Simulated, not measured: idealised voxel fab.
The document below concerns the process module designated voxel tone inversion.
This is section cut - it's 150 nm across, gridded in 5 nm square cells.
Cross-sections here: square-cell grids, written as top-down lists of bands, a band being one or more rows of cells. Within each band entry, the heights of the top and of the bottom of the band appear first, in that order and in nm; the materials of the band then follow from left to right, each with its corresponding width in nm. The designation "all across" on a single material indicates that it fills the band from edge to edge; the designation "air" indicates empty space. Heights are measured from 0, the level below which the as-received wafer is all one material; the lowest band has no bottom and continues downward, written as in "0 down". Note: "30->40" means the width goes from the first number (top row of the band) to the second number (bottom row) in equal steps per row of cells. The designation "no change", where it is given for a processing step, indicates that no cell of the cross-section was altered in the course of that step. The entry "Unvented internal voids" lists the empty spaces that cover at least 8 cells and have no open path to the top. Each is written as width x height at distance, where the distance is measured from the left edge and all three values are in nm. Whatever follows a step's settings on its line is a remark the simulator itself makes about that step. overlay nm: where the mask lay relative to plan, measured to the right, on steps with a mask; negatives go left.
-- The planned process steps are enumerated hereunder
- 1: RECEIVE | material Si
- 2: CONFORMAL_DEP | material SiN | thk nm 5
- 3: DIRECTIONAL_DEP | material aC | thk nm 15
- 4: PATTERN | tone cover | mask id POSTS | material resist | width nm 25 | pitch nm 40 | thk nm 25 | overlay nm 0
- 5: DIRECTIONAL_ETCH | etch materials aC | depth nm 15
- 6: STRIP | etch materials resist
- 7: FILL_DEP | material SiO2 | thk nm 10
- 8: CMP | height nm 20
- 9: STRIP | etch materials aC
-- first wafer, as planned
-- Cross-section of the incoming wafer, state after step 1
* 0 down  Si all across
* Unvented internal voids: none
-- Cross-section through the wafer, step 2 finished
* 5 to 0  SiN all across
* Below 0, the layers are the same as they were.
-- Cross-section through the wafer, step 3 finished
* 20 to 5  aC all across
* Below 5, the layers are the same as they were.
-- Cross-section through the wafer, step 4 finished
* 45 to 20  air=40, then resist=25, then air=15, then resist=25, then air=45
* Below 20, the layers are the same as they were.
-- Cross-section through the wafer, step 5 finished
* 30 to 20  air=40, then resist=25, then air=15, then resist=25, then air=45
* 20 to 5  air=40, then aC=25, then air=15, then aC=25, then air=45
* Below 5, the layers are the same as they were.
-- Cross-section through the wafer, step 6 finished
* 20 to 5  air=40, then aC=25, then air=15, then aC=25, then air=45
* Below 5, the layers are the same as they were.
-- Cross-section through the wafer, step 7 finished
* 30 to 20  SiO2 all across
* 20 to 5  SiO2=40, then aC=25, then SiO2=15, then aC=25, then SiO2=45
* Below 5, the layers are the same as they were.
-- Cross-section through the wafer, step 8 finished
* 20 to 5  SiO2=40, then aC=25, then SiO2=15, then aC=25, then SiO2=45
* Below 5, the layers are the same as they were.
-- Cross-section through the wafer, step 9 finished
* 20 to 5  SiO2=40, then air=25, then SiO2=15, then air=25, then SiO2=45
* Below 5, the layers are the same as they were.
-- The Second Wafer: Common Origin and Plan, One Mistake in Execution, Identical to the First Through Step 3
-- The second wafer cut through, at the time step 4 was supposed to be finished
* 45 to 20  air=45, then resist=15, then air=25, then resist=15, then air=50
* Below 20, the layers are the same as they were.
-- The second wafer cut through, at the time step 5 was supposed to be finished
* 30 to 20  air=45, then resist=15, then air=25, then resist=15, then air=50
* 20 to 5  air=45, then aC=15, then air=25, then aC=15, then air=50
* Below 5, the layers are the same as they were.
-- The second wafer cut through, at the time step 6 was supposed to be finished
* 20 to 5  air=45, then aC=15, then air=25, then aC=15, then air=50
* Below 5, the layers are the same as they were.
-- The second wafer cut through, at the time step 7 was supposed to be finished
* 30 to 20  SiO2 all across
* 20 to 5  SiO2=45, then aC=15, then SiO2=25, then aC=15, then SiO2=50
* Below 5, the layers are the same as they were.
-- The second wafer cut through, at the time step 8 was supposed to be finished
* 20 to 5  SiO2=45, then aC=15, then SiO2=25, then aC=15, then SiO2=50
* Below 5, the layers are the same as they were.
-- The second wafer cut through, at the time step 9 was supposed to be finished
* 20 to 5  SiO2=45, then air=15, then SiO2=25, then air=15, then SiO2=50
* Below 5, the layers are the same as they were.
Finding, execution versus plan: contrary to plan, step 4 was performed as PATTERN | tone cover | mask id POSTS | material resist | width nm 15 | pitch nm 40 | thk nm 25 | overlay nm 0
End of process, cell counts, second wafer against first, materials with more or fewer: 12 more of SiO2
